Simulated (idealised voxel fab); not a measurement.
Process module heading - voxel capacitor over wiring
Pictured: cross-section cut, 290 nm wide, on a grid of 5 nm square cells.
Throughout this document, each cross-section is represented as a grid of square cells and is presented as a sequence of bands enumerated from the top downward, where a band comprises one or more rows of cells.
Quick guide to a band line: top height, bottom height (nm) up front; then every material left to right with its width in nm. Only one material and it's marked "edge to edge"? Then it fills the band edge to edge. And "empty" just means empty space.
Heights are reckoned from 0. Under this level, the received wafer is all of one material. The bottommost band is open-ended downward, for example "from 0 down".
The two numbers in a width such as "30 to 40" mark its ends across the band: the first belongs to the top row of cells, the second to the bottom row, and from each row to the next the width moves by the same amount.
"nothing different" for a step: no cell of the cross-section changed in that step.
What "Encapsulated voids" gives you is every empty space of 8 cells or more that is cut off from the top. Each appears as width x height at distance, with the distance taken from the left edge and width, height and distance all in nm.
On a step's line, text after the settings is the simulator commenting on that step.
"overlay nm" denotes, for a step that has a mask, the displacement of the mask to the right of its planned place, with negative values corresponding to the left.
Process steps foreseen in the plan
1) RECEIVE,material Si
2) CONFORMAL_DEP,material SiO2,thk nm 15
3) DIRECTIONAL_DEP,material TiN,thk nm 5
4) DIRECTIONAL_DEP,material W,thk nm 25
5) DIRECTIONAL_DEP,material aC,thk nm 15
6) PATTERN,tone cover,mask id METAL_1,material resist,width nm 30,pitch nm 90,thk nm 30,overlay nm 0
7) DIRECTIONAL_ETCH,etch materials aC,depth nm 15
8) STRIP,etch materials resist
9) DIRECTIONAL_ETCH,etch materials W,depth nm 25
10) DIRECTIONAL_ETCH,etch materials TiN,depth nm 5
11) STRIP,etch materials aC
12) FILL_DEP,material SiO2,thk nm 5
13) CMP,height nm 45
14) CONFORMAL_DEP,material SiCN,thk nm 5
15) DIRECTIONAL_DEP,material lowk,thk nm 10
16) MASKED_ETCH,tone open,mask id PLUG_1,width nm 15,etch materials lowk,depth nm 20,overlay nm 0
17) MASKED_ETCH,tone open,mask id PLUG_1,width nm 15,etch materials SiCN,depth nm 5,overlay nm 0
18) CONFORMAL_DEP,material TiN,thk nm 5
19) FILL_DEP,material W,thk nm 10
20) CMP,height nm 70
21) DIRECTIONAL_DEP,material TiN,thk nm 10
22) DIRECTIONAL_DEP,material Al2O3,thk nm 5
23) DIRECTIONAL_DEP,material TiN,thk nm 10
24) DIRECTIONAL_DEP,material aC,thk nm 15
25) PATTERN,tone cover,mask id UPPER_PLATE,material resist,width nm 65,thk nm 35,overlay nm 0
26) DIRECTIONAL_ETCH,etch materials aC,depth nm 15
27) STRIP,etch materials resist
28) DIRECTIONAL_ETCH,etch materials TiN,depth nm 10
29) DIRECTIONAL_ETCH,etch materials Al2O3,depth nm 5
30) STRIP,etch materials aC
31) PATTERN,tone cover,mask id LOWER_PLATE,material resist,width nm 75,thk nm 15,overlay nm 0
32) DIRECTIONAL_ETCH,etch materials TiN,depth nm 10
33) STRIP,etch materials resist
34) FILL_DEP,material SiO2,thk nm 15
35) CMP,height nm 105
36) MASKED_ETCH,tone open,mask id PLUG_2,width nm 15,etch materials SiO2,depth nm 10,overlay nm 0
37) CONFORMAL_DEP,material TiN,thk nm 5
38) FILL_DEP,material Cu,thk nm 5
39) CMP,height nm 105
40) CONFORMAL_DEP,material SiCN,thk nm 5
Variable across wafers: step 15 thk nm (plan value is that of the first wafer; starting state common to all).
Step 1 complete: as-received cross-section of the first of several wafers
	from 0 down: Si edge to edge
	Encapsulated voids: none
Shown in cross-section: the first of several wafers at the end of the module, after its last step, step 40
	from 110 to 105: SiCN edge to edge
	from 105 to 100: 110 of SiO2  5 of TiN  5 of Cu  5 of TiN  165 of SiO2
	from 100 to 95: 110 of SiO2  15 of TiN  165 of SiO2
	from 95 to 85: 100 of SiO2  65 of TiN  125 of SiO2
	from 85 to 80: 100 of SiO2  65 of Al2O3  125 of SiO2
	from 80 to 70: 95 of SiO2  75 of TiN  120 of SiO2
	from 70 to 65: W edge to edge
	from 65 to 60: 105 of TiN  5 of W  180 of TiN
	from 60 to 50: 100 of lowk  5 of TiN  5 of W  5 of TiN  175 of lowk
	from 50 to 45: 100 of SiCN  15 of TiN  175 of SiCN
	from 45 to 20: 85 of SiO2  30 of W  60 of SiO2  30 of W  85 of SiO2
	from 20 to 15: 85 of SiO2  30 of TiN  60 of SiO2  30 of TiN  85 of SiO2
	from 15 to 0: SiO2 edge to edge
	from 0 down: Si edge to edge
	Encapsulated voids: none
Cross-sectional depiction of the last of several wafers upon completion of the module
	from 110 to 105: SiCN edge to edge
	from 105 to 100: 110 of SiO2  5 of TiN  5 of Cu  5 of TiN  165 of SiO2
	from 100 to 95: 110 of SiO2  15 of TiN  165 of SiO2
	from 95 to 85: 100 of SiO2  65 of TiN  125 of SiO2
	from 85 to 80: 100 of SiO2  65 of Al2O3  125 of SiO2
	from 80 to 70: 95 of SiO2  75 of TiN  120 of SiO2
	from 70 to 65: 100 of lowk  15 of TiN  175 of lowk
	from 65 to 50: lowk edge to edge
	from 50 to 45: SiCN edge to edge
	from 45 to 20: 85 of SiO2  30 of W  60 of SiO2  30 of W  85 of SiO2
	from 20 to 15: 85 of SiO2  30 of TiN  60 of SiO2  30 of TiN  85 of SiO2
	from 15 to 0: SiO2 edge to edge
	from 0 down: Si edge to edge
	Encapsulated voids: none
Each wafer at the end: cells of each material gained (+) or lost (-) since it was received, then its closed voids
thk nm 10 | +13 Al2O3 | +1 Cu | +113 SiCN | +781 SiO2 | +137 TiN | +121 W | +110 lowk | Encapsulated voids: none
thk nm 15 | +13 Al2O3 | +1 Cu | +113 SiCN | +781 SiO2 | +139 TiN | +64 W | +165 lowk | Encapsulated voids: none
thk nm 20 | +13 Al2O3 | +1 Cu | +113 SiCN | +781 SiO2 | +84 TiN | +64 W | +220 lowk | Encapsulated voids: none
thk nm 25 | +13 Al2O3 | +1 Cu | +116 SiCN | +781 SiO2 | +80 TiN | +62 W | +223 lowk | Encapsulated voids: none
thk nm 30 | +13 Al2O3 | +1 Cu | +116 SiCN | +781 SiO2 | +78 TiN | +61 W | +226 lowk | Encapsulated voids: none
thk nm 35 | +13 Al2O3 | +1 Cu | +116 SiCN | +781 SiO2 | +76 TiN | +60 W | +229 lowk | Encapsulated voids: none
